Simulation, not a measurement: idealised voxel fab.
This is a process module. Its name is voxel wiring stack.
Square cells of 5 nm make up the cross-section cut, whose width is 185 nm.
Cross-section = grid of square cells, listed top down in bands; band = one or more rows.
Heights first: top, then bottom, in nm. Then materials, left to right, each with a width in nm. "throughout" on a single material: fills the band edge to edge. "air": empty space.
Where do heights start? At 0: under that level the wafer as delivered is made of one material only. And the lowest band has no floor; it just carries on downward, as in "0 -> down".
Quick explanation for "30 to 40": the width changes in equal steps down the rows of cells, from the first number in the band's top row to the second number in its bottom row.
Step marked "no change"? Then no cell in the cross-section changed in it.
Closed void register: empty space of 8 cells or more with no open way to the top, each as width x height at its distance from the left edge, in nm
What comes after the settings on a step's line is commentary from the simulator itself on that step.
A step line may carry the setting "overlay nm", which, for steps involving a mask, states the distance by which the mask lay to the right of its intended position; negative values denote displacement to the left.
-- This section lists the process steps that were planned
1,RECEIVE: material Si
2,CONFORMAL_DEP: material SiO2, thk nm 10
3,CONFORMAL_DEP: material SiCN, thk nm 5
4,DIRECTIONAL_DEP: material SiO2, thk nm 20
5,DIRECTIONAL_DEP: material aC, thk nm 15
6,PATTERN: tone open, mask id METAL_1, material resist, width nm 30, pitch nm 50, thk nm 35, overlay nm 0
7,DIRECTIONAL_ETCH: etch materials aC, depth nm 15
8,STRIP: etch materials resist
9,DIRECTIONAL_ETCH: etch materials SiO2, depth nm 20
10,DIRECTIONAL_ETCH: etch materials SiCN, depth nm 5
11,STRIP: etch materials aC
12,CONFORMAL_DEP: material TiN, thk nm 5
13,FILL_DEP: material Ru, thk nm 5
14,CMP: height nm 35
15,CONFORMAL_DEP: material SiCN, thk nm 5
16,DIRECTIONAL_DEP: material lowk, thk nm 35
17,PATTERN: tone open, mask id METAL_2, material resist, width nm 30, pitch nm 50, thk nm 20, overlay nm 0
18,DIRECTIONAL_ETCH: etch materials lowk, depth nm 20
19,STRIP: etch materials resist
20,PATTERN: tone open, mask id METAL_2_HOLES, material resist, width nm 15, pitch nm 50, thk nm 15, overlay nm 0
21,DIRECTIONAL_ETCH: etch materials lowk, depth nm 15
22,DIRECTIONAL_ETCH: etch materials SiCN, depth nm 5
23,STRIP: etch materials resist
24,CONFORMAL_DEP: material TiN, thk nm 5
25,FILL_DEP: material Cu, thk nm 5
26,CMP: height nm 75
27,CONFORMAL_DEP: material SiN, thk nm 5
-- Delivered wafer in cross-section: state after step 1
> 0 -> down: Si throughout
> Closed void register: none
-- First of two wafers, end-of-module section, run followed plan
> 80 -> 75: SiN throughout
> 75 -> 60: lowk: 50; TiN: 5; Cu: 20; TiN: 5; lowk: 20; TiN: 5; Cu: 20; TiN: 5; lowk: 55
> 60 -> 55: lowk: 50; TiN: 5; Cu: 5; TiN: 20; lowk: 20; TiN: 5; Cu: 5; TiN: 20; lowk: 55
> 55 -> 40: lowk: 50; TiN: 5; Cu: 5; TiN: 5; lowk: 35; TiN: 5; Cu: 5; TiN: 5; lowk: 70
> 40 -> 35: SiCN: 50; TiN: 15; SiCN: 35; TiN: 15; SiCN: 70
> 35 -> 15: SiO2: 50; TiN: 5; Ru: 20; TiN: 5; SiO2: 20; TiN: 5; Ru: 20; TiN: 5; SiO2: 55
> 15 -> 10: SiCN: 50; TiN: 30; SiCN: 20; TiN: 30; SiCN: 55
> 10 -> 0: SiO2 throughout
> 0 -> down: Si throughout
> Closed void register: none
-- Wafer two (of two), end-of-module cross-section: start = wafer one, plan = wafer one, one run mistake
> 80 -> 75: SiN throughout
> 75 -> 45: lowk: 50; TiN: 5; Cu: 20; TiN: 5; lowk: 20; TiN: 5; Cu: 20; TiN: 5; lowk: 55
> 45 -> 40: lowk: 50; TiN: 5; Cu: 5; TiN: 20; lowk: 20; TiN: 5; Cu: 5; TiN: 20; lowk: 55
> 40 -> 35: SiCN: 50; TiN: 15; SiCN: 35; TiN: 15; SiCN: 70
> 35 -> 15: SiO2: 50; TiN: 5; Ru: 20; TiN: 5; SiO2: 20; TiN: 5; Ru: 20; TiN: 5; SiO2: 55
> 15 -> 10: SiCN: 50; TiN: 30; SiCN: 20; TiN: 30; SiCN: 55
> 10 -> 0: SiO2 throughout
> 0 -> down: Si throughout
> Closed void register: none
Run error: step 18 of the plan was carried out twice
Looking at both finished wafers in cells, the second ends up ahead of or behind the first on some materials: Cu: 18 more | lowk: 18 fewer
